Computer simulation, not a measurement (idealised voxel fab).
process module | voxel local oxidation
cross-section cut | 290 nm wide | cells 5 nm
A cross-section is a grid of square cells, given in bands from the top down. A band is one or more rows of cells.
Each band's line starts with the height of the band's top and of its bottom, in nm. Then come its materials from left to right, each with its width in nm. One material with "throughout" fills the band from edge to edge. "air" is empty space.
Height 0 is the level under which the wafer as received is all one material. The lowest band goes on downwards, as in "0 down".
A width such as "30 to 40" changes by the same amount from each row of cells to the next, from the band's top row to its bottom row.
"no change" after a step means that no cell of the cross-section changed.
closed voids: empty space of 8 cells or more with no open way to the top, each as width x height at its distance from the left edge, in nm
after a step's settings: what the simulator itself notes on the step
overlay nm, on a step with a mask: how far to the right of its planned place the mask lay; to the left if negative
plan
1 op RECEIVE | material Si
2 op OXIDIZE | depth nm 5
3 op CONFORMAL_DEP | material SiN | thk nm 15
4 op DIRECTIONAL_DEP | material aC | thk nm 15
5 op PATTERN | tone cover | mask id ACTIVE | material resist | width nm 110 | thk nm 35 | overlay nm 0
6 op DIRECTIONAL_ETCH | etch materials aC | depth nm 15
7 op STRIP | etch materials resist
8 op DIRECTIONAL_ETCH | etch materials SiN | depth nm 15
9 op STRIP | etch materials aC
10 op SELECTIVE_ETCH | etch materials SiO2 | depth nm 5
11 op OXIDIZE | depth nm 15
12 op STRIP | etch materials SiN
first wafer, as planned
as received, after step 1
  0 down: Si throughout
  closed voids: none
after step 2
  0 to -5: SiO2 throughout
  below -5: unchanged
after step 3
  15 to 0: SiN throughout
  below 0: unchanged
after step 4
  30 to 15: aC throughout
  below 15: unchanged
after step 5
  65 to 30: air 90 | resist 110 | air 90
  below 30: unchanged
after step 6
  50 to 30: air 90 | resist 110 | air 90
  30 to 15: air 90 | aC 110 | air 90
  below 15: unchanged
after step 7
  30 to 15: air 90 | aC 110 | air 90
  below 15: unchanged
after step 8
  30 to 15: air 90 | aC 110 | air 90
  15 to 0: air 90 | SiN 110 | air 90
  below 0: unchanged
after step 9
  15 to 0: air 90 | SiN 110 | air 90
  below 0: unchanged
after step 10
  15 to 0: air 90 | SiN 110 | air 90
  0 to -5: air 95 | SiO2 100 | air 95
  below -5: unchanged
after step 11
  15 to 0: air 90 | SiN 110 | air 90
  0 to -5: air 95 | SiO2 100 | air 95
  -5 to -20: SiO2 110 | Si 70 | SiO2 110
  below -20: unchanged
after step 12
  0 to -5: air 95 | SiO2 100 | air 95
  below -5: unchanged
second wafer: like start, like plan, one mistake. Through step 3 it matches the first wafer
when step 4 should have ended
  30 to 15: SiO2 throughout
  below 15: unchanged
when step 5 should have ended
  65 to 30: air 90 | resist 110 | air 90
  below 30: unchanged
when step 6 should have ended
  50 to 30: air 90 | resist 110 | air 90
  below 30: unchanged
when step 7 should have ended
  30 to 15: SiO2 throughout
  below 15: unchanged
when step 8 should have ended: no change
when step 9 should have ended: no change
when step 10 should have ended
  25 to 15: SiO2 throughout
  below 15: unchanged
when step 11 should have ended: no change
when step 12 should have ended: no change
what went wrong: step 4 ran as: op DIRECTIONAL_DEP | material SiO2 | thk nm 15
at the end the second wafer has, in cells: 132 more of Si | 174 more of SiN | 22 more of SiO2
